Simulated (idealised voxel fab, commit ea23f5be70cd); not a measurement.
The process module presented herein is designated voxel ribs on slabs.
FYI the section here is cut, 160 nm wide, cells are 5 nm squares.
For the purposes of this document, a cross-section shall be understood as a grid of square cells, specified as bands listed in top-to-bottom order, each band consisting of one or more rows of cells.
Heights first: top, then bottom, in nm. Then materials, left to right, each with a width in nm. "edge to edge" on a single material: fills the band edge to edge. "air": empty space.
Note: height 0 marks the level under which the wafer is uniformly one material as received. Lowest band unbounded below, written "0 down".
So if you see something like "30..40" for the width, read it as the top row of the band sitting at the first number and the bottom row at the second, with every row in between moving by the same amount as the last.
"nothing was modified" -> step changed no cross-section cell.
"closed voids" enumerates empty spaces isolated from the top, with no open way to it, that contain at least 8 cells, giving each as width x height at distance from the left edge, all three in nm.
after a step's settings: what the simulator itself notes on the step
If you see "overlay nm" on a step's line and that step has a mask, it's telling you how far right of where it was planned the mask ended up; a negative number means it went left instead.
Here's what the planned process steps look like
1. op RECEIVE | material Si
2. op DIRECTIONAL_DEP | material SiO2 | thk nm 20
3. op DIRECTIONAL_DEP | material polySi | thk nm 25
4. op DIRECTIONAL_DEP | material aC | thk nm 10
5. op PATTERN | tone cover | mask id RIB | material resist | width nm 30 | thk nm 25 | overlay nm 0
6. op DIRECTIONAL_ETCH | etch materials aC | depth nm 10
7. op STRIP | etch materials resist
8. op DIRECTIONAL_ETCH | etch materials polySi | depth nm 5
9. op STRIP | etch materials aC
10. op DIRECTIONAL_DEP | material aC | thk nm 15
11. op PATTERN | tone cover | mask id SLAB | material resist | width nm 80 | thk nm 35 | overlay nm -15
12. op DIRECTIONAL_ETCH | etch materials aC | depth nm 15
13. op STRIP | etch materials resist
14. op DIRECTIONAL_ETCH | etch materials polySi | depth nm 20
15. op STRIP | etch materials aC
16. op FILL_DEP | material SiO2 | thk nm 20
17. op CMP | height nm 60
18. op DIRECTIONAL_DEP | material W | thk nm 10
19. op DIRECTIONAL_DEP | material aC | thk nm 15
20. op PATTERN | tone cover | mask id HEATER | material resist | width nm 40 | thk nm 30 | overlay nm 0
21. op DIRECTIONAL_ETCH | etch materials aC | depth nm 15
22. op STRIP | etch materials resist
23. op DIRECTIONAL_ETCH | etch materials W | depth nm 10
24. op STRIP | etch materials aC
25. op CONFORMAL_DEP | material SiO2 | thk nm 10
Split variable: overlay nm, step 11. Plan value = first wafer. Wafers start alike.
Received condition of the first of several wafers, sectioned: post-step 1
> 0 down = Si edge to edge
> closed voids: none
The rows of the table below are wafers. Looking at the end of the module, a row counts, for every material, the cells the wafer has gained, shown as (+), or lost, shown as (-), since it was received; its closed voids come next
overlay nm -15; +386 SiO2; +16 W; +70 polySi; closed voids: none
overlay nm -10; +386 SiO2; +16 W; +70 polySi; closed voids: none
overlay nm -5; +386 SiO2; +16 W; +70 polySi; closed voids: none
overlay nm 0; +386 SiO2; +16 W; +70 polySi; closed voids: none
overlay nm 5; +386 SiO2; +16 W; +70 polySi; closed voids: none
overlay nm 10; +386 SiO2; +16 W; +70 polySi; closed voids: none
overlay nm 15; +386 SiO2; +16 W; +70 polySi; closed voids: none
